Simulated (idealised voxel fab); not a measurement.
Process module heading - voxel air gaps
Shown is cross-section cut, with a width of 280 nm and square cells of size 5 nm.
A cross-section is written here as square cells arranged in a grid, and it is given in bands from the top down, each band taking up one or more rows of cells. In this notation a band is specified by the heights of its top and bottom, in that order and in nm, after which its materials appear from left to right, each paired with its width in nm. The word "all across" attached to a single material means that material fills the band from edge to edge; the word "empty" stands for empty space. Height is counted from the level 0, under which the received wafer is composed throughout of one material. The lowest of the bands is not closed at the bottom but continues downward, in the notation "0..down". So if you see something like "30..40" for the width, read it as the top row of the band sitting at the first number and the bottom row at the second, with every row in between moving by the same amount as the last. "same as before" means the step left every cell of the cross-section as it was. Reported under the label "Enclosed void list" are the empty spaces having no open way to the top and comprising 8 cells or more; the notation for each is width x height at distance, in which the distance is measured from the left edge and all three values are in nm. Text after the settings on a step's line: the simulator's own remark on that step. A step's line can hold "overlay nm"; with a mask on that step, the setting says how far right of the planned place the mask lay, while a negative setting says it lay to the left. What follows is a series of pairs. Each pair shows a cross-section before one process step and the cross-section after it, and the after view is drawn only down to the lowest band that changed. Beneath each pair is the step that lies between the two, with its settings. Pairs may come from different runs of this module on the same starting wafer, so a pair continues from the one above it only where its entry headed "Before-step section" says so.
[Before-step section]
  70..60: Ru all across
  60..55: TiN: 55 / Ru: 10 / TiN: 35 / Ru: 10 / TiN: 35 / Ru: 10 / TiN: 35 / Ru: 10 / TiN: 80
  55..20: lowk: 50 / TiN: 5 / Ru: 10 / TiN: 5 / lowk: 25 / TiN: 5 / Ru: 10 / TiN: 5 / lowk: 25 / TiN: 5 / Ru: 10 / TiN: 5 / lowk: 25 / TiN: 5 / Ru: 10 / TiN: 5 / lowk: 75
  20..15: lowk: 50 / TiN: 20 / lowk: 25 / TiN: 20 / lowk: 25 / TiN: 20 / lowk: 25 / TiN: 20 / lowk: 75
  15..10: SiN all across
  10..0: SiO2 all across
  0..down: Si all across
  Enclosed void list: none
[Post-Step Snapshot]
  55..20: lowk: 50 / TiN: 5 / Ru: 10 / TiN: 5 / lowk: 25 / TiN: 5 / Ru: 10 / TiN: 5 / lowk: 25 / TiN: 5 / Ru: 10 / TiN: 5 / lowk: 25 / TiN: 5 / Ru: 10 / TiN: 5 / lowk: 75
  Rest of section, below 20: as before.
  Enclosed void list: none
The cross-sections above show the structure before and after this step: CMP with height nm 55
Before-step section: this step begins from the cross-section that the pair just above shows after its step.
[Post-Step Snapshot]
  65..55: empty: 40 / Ru: 40 / empty: 5 / Ru: 40 / empty: 5 / Ru: 40 / empty: 5 / Ru: 40 / empty: 65
  Rest of section, below 55: as before.
  Enclosed void list: none
The cross-sections above show the structure before and after this step: EPI with material Ru, thk nm 10
Before-step section: this step begins from the cross-section that the pair just above shows after its step.
[Post-Step Snapshot]
  65..55: empty: 40 / Ru: 40 / empty: 5 / Ru: 40 / empty: 5 / Ru: 40 / empty: 5 / Ru: 40 / empty: 65
  55..20: empty: 50 / TiN: 5 / Ru: 10 / TiN: 5 / empty: 25 / TiN: 5 / Ru: 10 / TiN: 5 / empty: 25 / TiN: 5 / Ru: 10 / TiN: 5 / empty: 25 / TiN: 5 / Ru: 10 / TiN: 5 / empty: 75
  20..15: empty: 50 / TiN: 20 / empty: 25 / TiN: 20 / empty: 25 / TiN: 20 / empty: 25 / TiN: 20 / empty: 75
  Rest of section, below 15: as before.
  Enclosed void list: none
The cross-sections above show the structure before and after this step: SELECTIVE_ETCH with etch materials lowk, depth nm 50
Before-step section: this step begins from the cross-section that the pair just above shows after its step.
[Post-Step Snapshot]
  70..65: empty: 35 / SiCN: 185 / empty: 60
  65..55: empty: 35 / SiCN: 5 / Ru: 40 / SiCN: 5 / Ru: 40 / SiCN: 5 / Ru: 40 / SiCN: 5 / Ru: 40 / SiCN: 5 / empty: 60
  55..50: empty: 35 / SiCN: 15 / TiN: 5 / Ru: 10 / TiN: 5 / SiCN: 25 / TiN: 5 / Ru: 10 / TiN: 5 / SiCN: 25 / TiN: 5 / Ru: 10 / TiN: 5 / SiCN: 25 / TiN: 5 / Ru: 10 / TiN: 5 / SiCN: 15 / empty: 60
  50..20: empty: 45 / SiCN: 5 / TiN: 5 / Ru: 10 / TiN: 5 / SiCN: 5 / empty: 15 / SiCN: 5 / TiN: 5 / Ru: 10 / TiN: 5 / SiCN: 5 / empty: 15 / SiCN: 5 / TiN: 5 / Ru: 10 / TiN: 5 / SiCN: 5 / empty: 15 / SiCN: 5 / TiN: 5 / Ru: 10 / TiN: 5 / SiCN: 5 / empty: 70
  20..15: SiCN: 50 / TiN: 20 / SiCN: 25 / TiN: 20 / SiCN: 25 / TiN: 20 / SiCN: 25 / TiN: 20 / SiCN: 75
  Rest of section, below 15: as before.
  Enclosed void list: 15 x 30 at 75; 15 x 30 at 120; 15 x 30 at 165
The cross-sections above show the structure before and after this step: CONFORMAL_DEP with material SiCN, thk nm 5
[Before-step section]
  0..down: Si all across
  Enclosed void list: none
[Post-Step Snapshot]
  10..0: Ru all across
  Rest of section, below 0: as before.
  Enclosed void list: none
The cross-sections above show the structure before and after this step: CONFORMAL_DEP with material Ru, thk nm 10
Before-step section: this step begins from the cross-section that the pair just above shows after its step.
[Post-Step Snapshot]
  15..10: SiN all across
  Rest of section, below 10: as before.
  Enclosed void list: none
The cross-sections above show the structure before and after this step: CONFORMAL_DEP with material SiN, thk nm 5
Before-step section: this step begins from the cross-section that the pair just above shows after its step.
[Post-Step Snapshot]
  55..15: lowk all across
  Rest of section, below 15: as before.
  Enclosed void list: none
The cross-sections above show the structure before and after this step: DIRECTIONAL_DEP with material lowk, thk nm 40
Before-step section: this step begins from the cross-section that the pair just above shows after its step.
[Post-Step Snapshot]
  70..55: resist: 60 / empty: 20 / resist: 25 / empty: 20 / resist: 25 / empty: 20 / resist: 25 / empty: 20 / resist: 65
  Rest of section, below 55: as before.
  Enclosed void list: none
The cross-sections above show the structure before and after this step: PATTERN with tone open, mask id LINES, material resist, width nm 20, pitch nm 45, thk nm 15, overlay nm 0
Before-step section: this step begins from the cross-section that the pair just above shows after its step.
[Post-Step Snapshot]
  70..55: resist: 60 / empty: 20 / resist: 25 / empty: 20 / resist: 25 / empty: 20 / resist: 25 / empty: 20 / resist: 65
  55..15: lowk: 60 / empty: 20 / lowk: 25 / empty: 20 / lowk: 25 / empty: 20 / lowk: 25 / empty: 20 / lowk: 65
  Rest of section, below 15: as before.
  Enclosed void list: none
The cross-sections above show the structure before and after this step: DIRECTIONAL_ETCH with etch materials lowk, depth nm 40
Before-step section: this step begins from the cross-section that the pair just above shows after its step.
[Post-Step Snapshot]
  55..15: lowk: 60 / empty: 20 / lowk: 25 / empty: 20 / lowk: 25 / empty: 20 / lowk: 25 / empty: 20 / lowk: 65
  Rest of section, below 15: as before.
  Enclosed void list: none
The cross-sections above show the structure before and after this step: STRIP with etch materials resist
Before-step section: this step begins from the cross-section that the pair just above shows after its step.
[Post-Step Snapshot]
  60..55: TiN: 65 / empty: 10 / TiN: 35 / empty: 10 / TiN: 35 / empty: 10 / TiN: 35 / empty: 10 / TiN: 70
  55..20: lowk: 60 / TiN: 5 / empty: 10 / TiN: 5 / lowk: 25 / TiN: 5 / empty: 10 / TiN: 5 / lowk: 25 / TiN: 5 / empty: 10 / TiN: 5 / lowk: 25 / TiN: 5 / empty: 10 / TiN: 5 / lowk: 65
  20..15: lowk: 60 / TiN: 20 / lowk: 25 / TiN: 20 / lowk: 25 / TiN: 20 / lowk: 25 / TiN: 20 / lowk: 65
  Rest of section, below 15: as before.
  Enclosed void list: none
The cross-sections above show the structure before and after this step: CONFORMAL_DEP with material TiN, thk nm 5
Before-step section: this step begins from the cross-section that the pair just above shows after its step.
[Post-Step Snapshot]
  70..60: Ru all across
  60..55: TiN: 65 / Ru: 10 / TiN: 35 / Ru: 10 / TiN: 35 / Ru: 10 / TiN: 35 / Ru: 10 / TiN: 70
  55..20: lowk: 60 / TiN: 5 / Ru: 10 / TiN: 5 / lowk: 25 / TiN: 5 / Ru: 10 / TiN: 5 / lowk: 25 / TiN: 5 / Ru: 10 / TiN: 5 / lowk: 25 / TiN: 5 / Ru: 10 / TiN: 5 / lowk: 65
  Rest of section, below 20: as before.
  Enclosed void list: none
The cross-sections above show the structure before and after this step: FILL_DEP with material Ru, thk nm 10
Before-step section: this step begins from the cross-section that the pair just above shows after its step.
[Post-Step Snapshot]
  55..20: lowk: 60 / TiN: 5 / Ru: 10 / TiN: 5 / lowk: 25 / TiN: 5 / Ru: 10 / TiN: 5 / lowk: 25 / TiN: 5 / Ru: 10 / TiN: 5 / lowk: 25 / TiN: 5 / Ru: 10 / TiN: 5 / lowk: 65
  Rest of section, below 20: as before.
  Enclosed void list: none
The cross-sections above show the structure before and after this step: CMP with height nm 55
Before-step section: this step begins from the cross-section that the pair just above shows after its step.
[Post-Step Snapshot]
  65..55: empty: 50 / Ru: 40 / empty: 5 / Ru: 40 / empty: 5 / Ru: 40 / empty: 5 / Ru: 40 / empty: 55
  Rest of section, below 55: as before.
  Enclosed void list: none
The cross-sections above show the structure before and after this step: EPI with material Ru, thk nm 10
Before-step section: this step begins from the cross-section that the pair just above shows after its step.
[Post-Step Snapshot]
  65..55: empty: 50 / Ru: 40 / empty: 5 / Ru: 40 / empty: 5 / Ru: 40 / empty: 5 / Ru: 40 / empty: 55
  55..20: empty: 60 / TiN: 5 / Ru: 10 / TiN: 5 / empty: 25 / TiN: 5 / Ru: 10 / TiN: 5 / empty: 25 / TiN: 5 / Ru: 10 / TiN: 5 / empty: 25 / TiN: 5 / Ru: 10 / TiN: 5 / empty: 65
  20..15: empty: 60 / TiN: 20 / empty: 25 / TiN: 20 / empty: 25 / TiN: 20 / empty: 25 / TiN: 20 / empty: 65
  Rest of section, below 15: as before.
  Enclosed void list: none
The cross-sections above show the structure before and after this step: SELECTIVE_ETCH with etch materials lowk, depth nm 50
Before-step section: this step begins from the cross-section that the pair just above shows after its step.
[Post-Step Snapshot]
  70..65: empty: 45 / SiCN: 185 / empty: 50
  65..55: empty: 45 / SiCN: 5 / Ru: 40 / SiCN: 5 / Ru: 40 / SiCN: 5 / Ru: 40 / SiCN: 5 / Ru: 40 / SiCN: 5 / empty: 50
  55..50: empty: 45 / SiCN: 15 / TiN: 5 / Ru: 10 / TiN: 5 / SiCN: 25 / TiN: 5 / Ru: 10 / TiN: 5 / SiCN: 25 / TiN: 5 / Ru: 10 / TiN: 5 / SiCN: 25 / TiN: 5 / Ru: 10 / TiN: 5 / SiCN: 15 / empty: 50
  50..20: empty: 55 / SiCN: 5 / TiN: 5 / Ru: 10 / TiN: 5 / SiCN: 5 / empty: 15 / SiCN: 5 / TiN: 5 / Ru: 10 / TiN: 5 / SiCN: 5 / empty: 15 / SiCN: 5 / TiN: 5 / Ru: 10 / TiN: 5 / SiCN: 5 / empty: 15 / SiCN: 5 / TiN: 5 / Ru: 10 / TiN: 5 / SiCN: 5 / empty: 60
  20..15: SiCN: 60 / TiN: 20 / SiCN: 25 / TiN: 20 / SiCN: 25 / TiN: 20 / SiCN: 25 / TiN: 20 / SiCN: 65
  Rest of section, below 15: as before.
  Enclosed void list: 15 x 30 at 85; 15 x 30 at 130; 15 x 30 at 175
The cross-sections above show the structure before and after this step: CONFORMAL_DEP with material SiCN, thk nm 5
[Before-step section]
  55..15: lowk all across
  15..10: SiN all across
  10..0: SiO2 all across
  0..down: Si all across
  Enclosed void list: none
[Post-Step Snapshot]
  70..55: empty: 60 / resist: 20 / empty: 25 / resist: 20 / empty: 25 / resist: 20 / empty: 25 / resist: 20 / empty: 65
  Rest of section, below 55: as before.
  Enclosed void list: none
The cross-sections above show the structure before and after this step: PATTERN with tone cover, mask id LINES, material resist, width nm 20, pitch nm 45, thk nm 15, overlay nm 0
Before-step section: this step begins from the cross-section that the pair just above shows after its step.
[Post-Step Snapshot]
  70..55: empty: 60 / resist: 20 / empty: 25 / resist: 20 / empty: 25 / resist: 20 / empty: 25 / resist: 20 / empty: 65
  55..15: empty: 60 / lowk: 20 / empty: 25 / lowk: 20 / empty: 25 / lowk: 20 / empty: 25 / lowk: 20 / empty: 65
  Rest of section, below 15: as before.
  Enclosed void list: none
The cross-sections above show the structure before and after this step: DIRECTIONAL_ETCH with etch materials lowk, depth nm 40
Before-step section: this step begins from the cross-section that the pair just above shows after its step.
[Post-Step Snapshot]
  55..15: empty: 60 / lowk: 20 / empty: 25 / lowk: 20 / empty: 25 / lowk: 20 / empty: 25 / lowk: 20 / empty: 65
  Rest of section, below 15: as before.
  Enclosed void list: none
The cross-sections above show the structure before and after this step: STRIP with etch materials resist
Before-step section: this step begins from the cross-section that the pair just above shows after its step.
[Post-Step Snapshot]
  60..55: empty: 55 / TiN: 30 / empty: 15 / TiN: 30 / empty: 15 / TiN: 30 / empty: 15 / TiN: 30 / empty: 60
  55..20: empty: 55 / TiN: 5 / lowk: 20 / TiN: 5 / empty: 15 / TiN: 5 / lowk: 20 / TiN: 5 / empty: 15 / TiN: 5 / lowk: 20 / TiN: 5 / empty: 15 / TiN: 5 / lowk: 20 / TiN: 5 / empty: 60
  20..15: TiN: 60 / lowk: 20 / TiN: 25 / lowk: 20 / TiN: 25 / lowk: 20 / TiN: 25 / lowk: 20 / TiN: 65
  Rest of section, below 15: as before.
  Enclosed void list: none
The cross-sections above show the structure before and after this step: CONFORMAL_DEP with material TiN, thk nm 5
Before-step section: this step begins from the cross-section that the pair just above shows after its step.
[Post-Step Snapshot]
  70..60: Ru all across
  60..55: Ru: 55 / TiN: 30 / Ru: 15 / TiN: 30 / Ru: 15 / TiN: 30 / Ru: 15 / TiN: 30 / Ru: 60
  55..20: Ru: 55 / TiN: 5 / lowk: 20 / TiN: 5 / Ru: 15 / TiN: 5 / lowk: 20 / TiN: 5 / Ru: 15 / TiN: 5 / lowk: 20 / TiN: 5 / Ru: 15 / TiN: 5 / lowk: 20 / TiN: 5 / Ru: 60
  Rest of section, below 20: as before.
  Enclosed void list: none
The cross-sections above show the structure before and after this step: FILL_DEP with material Ru, thk nm 10
Before-step section: this step begins from the cross-section that the pair just above shows after its step.
[Post-Step Snapshot]
  55..20: Ru: 55 / TiN: 5 / lowk: 20 / TiN: 5 / Ru: 15 / TiN: 5 / lowk: 20 / TiN: 5 / Ru: 15 / TiN: 5 / lowk: 20 / TiN: 5 / Ru: 15 / TiN: 5 / lowk: 20 / TiN: 5 / Ru: 60
  Rest of section, below 20: as before.
  Enclosed void list: none
The cross-sections above show the structure before and after this step: CMP with height nm 55
Before-step section: this step begins from the cross-section that the pair just above shows after its step.
[Post-Step Snapshot]
  65..55: Ru all across
  Rest of section, below 55: as before.
  Enclosed void list: none
The cross-sections above show the structure before and after this step: EPI with material Ru, thk nm 10
Before-step section: this step begins from the cross-section that the pair just above shows after its step.
[Post-Step Snapshot]
  70..65: SiCN all across
  Rest of section, below 65: as before.
  Enclosed void list: none
The cross-sections above show the structure before and after this step: CONFORMAL_DEP with material SiCN, thk nm 5
